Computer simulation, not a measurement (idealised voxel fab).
The process module that follows is named voxel wiring stack.
For reference, the cross-section in this document is cut, with width 210 nm and square cells of 5 nm.
Reading order for cross-sections: top band down to bottom band. Underlying form: a grid of square cells. Band size: one or more rows of cells. First you get the band's top height and its bottom height, in nm, and then the materials it's made of, left to right, with each width in nm. If you see a single material with "full width", that one covers the band edge to edge. "air" is empty space. Heights are measured from 0, the level below which the as-received wafer is all one material; the lowest band has no bottom and continues downward, written as in "from 0 down". It should be noted that a width expressed as "30..40" varies in equal increments from row to row of cells within the band, taking the value of the first number at the top row and that of the second number at the bottom row. "remains unaltered" (step): cross-section cells unchanged, all of them. Empty spaces counting at least 8 cells and having no open way to the top are listed in "Fully enclosed voids". The notation width x height at distance is used for each, the distance being from the left edge and all three values in nm. Anything after a step's settings on that line? It's the simulator's own note about the step. overlay nm: on a step with a mask, how far right of its planned place the mask lay; negative means left.
**Listed below are the process steps as planned**
1. RECEIVE with material Si
2. CONFORMAL_DEP with material SiO2, thk nm 10
3. CONFORMAL_DEP with material SiCN, thk nm 5
4. DIRECTIONAL_DEP with material SiO2, thk nm 25
5. MASKED_ETCH with tone open, mask id METAL_1, width nm 30, pitch nm 45, etch materials SiO2, depth nm 25, overlay nm 0
6. MASKED_ETCH with tone open, mask id METAL_1, width nm 30, pitch nm 45, etch materials SiCN, depth nm 5, overlay nm 0
7. CONFORMAL_DEP with material TiN, thk nm 5
8. FILL_DEP with material W, thk nm 10
9. CMP with height nm 40
10. EPI with material Ru, thk nm 5
11. FILL_DEP with material SiCN, thk nm 5
12. DIRECTIONAL_DEP with material SiO2, thk nm 35
13. DIRECTIONAL_DEP with material aC, thk nm 15
14. PATTERN with tone open, mask id METAL_2_HOLES, material resist, width nm 15, pitch nm 45, thk nm 30, overlay nm 0
15. DIRECTIONAL_ETCH with etch materials aC, depth nm 15
16. STRIP with etch materials resist
17. DIRECTIONAL_ETCH with etch materials SiO2, depth nm 35
18. STRIP with etch materials aC
19. PATTERN with tone open, mask id METAL_2, material resist, width nm 30, pitch nm 45, thk nm 20, overlay nm 0
20. DIRECTIONAL_ETCH with etch materials SiO2, depth nm 20
21. DIRECTIONAL_ETCH with etch materials SiCN, depth nm 5
22. STRIP with etch materials resist
23. CONFORMAL_DEP with material TiN, thk nm 5
24. FILL_DEP with material Cu, thk nm 10
25. CMP with height nm 85
26. CONFORMAL_DEP with material SiCN, thk nm 5
**First of the two wafers, run per plan**
**Wafer cross-section on receipt, i.e. after step 1**
- from 0 down  Si full width
- Fully enclosed voids: none
**Step 2 done - wafer cross-section**
- from 10 to 0  SiO2 full width
- Below a height of 0, the structure has not been altered.
**Step 3 done - wafer cross-section**
- from 15 to 10  SiCN full width
- Below a height of 10, the structure has not been altered.
**Step 4 done - wafer cross-section**
- from 40 to 15  SiO2 full width
- Below a height of 15, the structure has not been altered.
**Step 5 done - wafer cross-section**
- from 40 to 15  SiO2: 65; air: 30; SiO2: 15; air: 30; SiO2: 70
- Below a height of 15, the structure has not been altered.
**Step 6 done - wafer cross-section**
- from 40 to 15  SiO2: 65; air: 30; SiO2: 15; air: 30; SiO2: 70
- from 15 to 10  SiCN: 65; air: 30; SiCN: 15; air: 30; SiCN: 70
- Below a height of 10, the structure has not been altered.
**Step 7 done - wafer cross-section**
- from 45 to 40  TiN: 70; air: 20; TiN: 25; air: 20; TiN: 75
- from 40 to 15  SiO2: 65; TiN: 5; air: 20; TiN: 5; SiO2: 15; TiN: 5; air: 20; TiN: 5; SiO2: 70
- from 15 to 10  SiCN: 65; TiN: 30; SiCN: 15; TiN: 30; SiCN: 70
- Below a height of 10, the structure has not been altered.
**Step 8 done - wafer cross-section**
- from 55 to 45  W full width
- from 45 to 40  TiN: 70; W: 20; TiN: 25; W: 20; TiN: 75
- from 40 to 15  SiO2: 65; TiN: 5; W: 20; TiN: 5; SiO2: 15; TiN: 5; W: 20; TiN: 5; SiO2: 70
- Below a height of 15, the structure has not been altered.
**Step 9 done - wafer cross-section**
- from 40 to 15  SiO2: 65; TiN: 5; W: 20; TiN: 5; SiO2: 15; TiN: 5; W: 20; TiN: 5; SiO2: 70
- Below a height of 15, the structure has not been altered.
**Step 10 done - wafer cross-section**
- from 45 to 40  air: 60; Ru: 40; air: 5; Ru: 40; air: 65
- Below a height of 40, the structure has not been altered.
**Step 11 done - wafer cross-section**
- from 50 to 45  SiCN full width
- from 45 to 40  SiCN: 60; Ru: 40; SiCN: 5; Ru: 40; SiCN: 65
- Below a height of 40, the structure has not been altered.
**Step 12 done - wafer cross-section**
- from 85 to 50  SiO2 full width
- Below a height of 50, the structure has not been altered.
**Step 13 done - wafer cross-section**
- from 100 to 85  aC full width
- Below a height of 85, the structure has not been altered.
**Step 14 done - wafer cross-section**
- from 130 to 100  resist: 65; air: 15; resist: 30; air: 15; resist: 85
- Below a height of 100, the structure has not been altered.
**Step 15 done - wafer cross-section**
- from 115 to 100  resist: 65; air: 15; resist: 30; air: 15; resist: 85
- from 100 to 85  aC: 65; air: 15; aC: 30; air: 15; aC: 85
- Below a height of 85, the structure has not been altered.
**Step 16 done - wafer cross-section**
- from 100 to 85  aC: 65; air: 15; aC: 30; air: 15; aC: 85
- Below a height of 85, the structure has not been altered.
**Step 17 done - wafer cross-section**
- from 100 to 85  aC: 65; air: 15; aC: 30; air: 15; aC: 85
- from 85 to 50  SiO2: 65; air: 15; SiO2: 30; air: 15; SiO2: 85
- Below a height of 50, the structure has not been altered.
**Step 18 done - wafer cross-section**
- from 85 to 50  SiO2: 65; air: 15; SiO2: 30; air: 15; SiO2: 85
- Below a height of 50, the structure has not been altered.
**Step 19 done - wafer cross-section**
- from 105 to 85  resist: 65; air: 30; resist: 15; air: 30; resist: 70
- Below a height of 85, the structure has not been altered.
**Step 20 done - wafer cross-section**
- from 105 to 85  resist: 65; air: 30; resist: 15; air: 30; resist: 70
- from 85 to 65  SiO2: 65; air: 30; SiO2: 15; air: 30; SiO2: 70
- Below a height of 65, the structure has not been altered.
**Step 21 done - wafer cross-section**
- from 105 to 85  resist: 65; air: 30; resist: 15; air: 30; resist: 70
- from 85 to 65  SiO2: 65; air: 30; SiO2: 15; air: 30; SiO2: 70
- from 65 to 50  SiO2: 65; air: 15; SiO2: 30; air: 15; SiO2: 85
- from 50 to 45  SiCN: 65; air: 15; SiCN: 30; air: 15; SiCN: 85
- Below a height of 45, the structure has not been altered.
**Step 22 done - wafer cross-section**
- from 85 to 65  SiO2: 65; air: 30; SiO2: 15; air: 30; SiO2: 70
- Below a height of 65, the structure has not been altered.
**Step 23 done - wafer cross-section**
- from 90 to 85  TiN: 70; air: 20; TiN: 25; air: 20; TiN: 75
- from 85 to 70  SiO2: 65; TiN: 5; air: 20; TiN: 5; SiO2: 15; TiN: 5; air: 20; TiN: 5; SiO2: 70
- from 70 to 65  SiO2: 65; TiN: 5; air: 5; TiN: 20; SiO2: 15; TiN: 5; air: 5; TiN: 20; SiO2: 70
- from 65 to 50  SiO2: 65; TiN: 5; air: 5; TiN: 5; SiO2: 30; TiN: 5; air: 5; TiN: 5; SiO2: 85
- from 50 to 45  SiCN: 65; TiN: 15; SiCN: 30; TiN: 15; SiCN: 85
- Below a height of 45, the structure has not been altered.
**Step 24 done - wafer cross-section**
- from 100 to 90  Cu full width
- from 90 to 85  TiN: 70; Cu: 20; TiN: 25; Cu: 20; TiN: 75
- from 85 to 70  SiO2: 65; TiN: 5; Cu: 20; TiN: 5; SiO2: 15; TiN: 5; Cu: 20; TiN: 5; SiO2: 70
- from 70 to 65  SiO2: 65; TiN: 5; Cu: 5; TiN: 20; SiO2: 15; TiN: 5; Cu: 5; TiN: 20; SiO2: 70
- from 65 to 50  SiO2: 65; TiN: 5; Cu: 5; TiN: 5; SiO2: 30; TiN: 5; Cu: 5; TiN: 5; SiO2: 85
- Below a height of 50, the structure has not been altered.
**Step 25 done - wafer cross-section**
- from 85 to 70  SiO2: 65; TiN: 5; Cu: 20; TiN: 5; SiO2: 15; TiN: 5; Cu: 20; TiN: 5; SiO2: 70
- Below a height of 70, the structure has not been altered.
**Step 26 done - wafer cross-section**
- from 90 to 85  SiCN full width
- Below a height of 85, the structure has not been altered.
**Second wafer - shared start and plan with the first - one error in running - same as the first up to step 19 inclusive**
**At the planned end of step 20, the second wafer in cross-section**
- from 105 to 85  resist: 65; air: 30; resist: 15; air: 30; resist: 70
- from 85 to 50  SiO2: 65; air: 30; SiO2: 15; air: 30; SiO2: 70
- Below a height of 50, the structure has not been altered.
**At the planned end of step 21, the second wafer in cross-section**
- from 105 to 85  resist: 65; air: 30; resist: 15; air: 30; resist: 70
- from 85 to 50  SiO2: 65; air: 30; SiO2: 15; air: 30; SiO2: 70
- from 50 to 45  SiCN: 65; air: 30; SiCN: 15; air: 30; SiCN: 70
- Below a height of 45, the structure has not been altered.
**At the planned end of step 22, the second wafer in cross-section**
- from 85 to 50  SiO2: 65; air: 30; SiO2: 15; air: 30; SiO2: 70
- Below a height of 50, the structure has not been altered.
**At the planned end of step 23, the second wafer in cross-section**
- from 90 to 85  TiN: 70; air: 20; TiN: 25; air: 20; TiN: 75
- from 85 to 50  SiO2: 65; TiN: 5; air: 20; TiN: 5; SiO2: 15; TiN: 5; air: 20; TiN: 5; SiO2: 70
- from 50 to 45  SiCN: 65; TiN: 30; SiCN: 15; TiN: 30; SiCN: 70
- Below a height of 45, the structure has not been altered.
**At the planned end of step 24, the second wafer in cross-section**
- from 100 to 90  Cu full width
- from 90 to 85  TiN: 70; Cu: 20; TiN: 25; Cu: 20; TiN: 75
- from 85 to 50  SiO2: 65; TiN: 5; Cu: 20; TiN: 5; SiO2: 15; TiN: 5; Cu: 20; TiN: 5; SiO2: 70
- Below a height of 50, the structure has not been altered.
**At the planned end of step 25, the second wafer in cross-section**
- from 85 to 50  SiO2: 65; TiN: 5; Cu: 20; TiN: 5; SiO2: 15; TiN: 5; Cu: 20; TiN: 5; SiO2: 70
- Below a height of 50, the structure has not been altered.
**At the planned end of step 26, the second wafer in cross-section**
- from 90 to 85  SiCN full width
- Below a height of 85, the structure has not been altered.
Diagnosis: plan step 20 ran twice
Looking at both finished wafers in cells, the second ends up ahead of or behind the first on some materials: +24 Cu, -6 SiCN, -18 SiO2
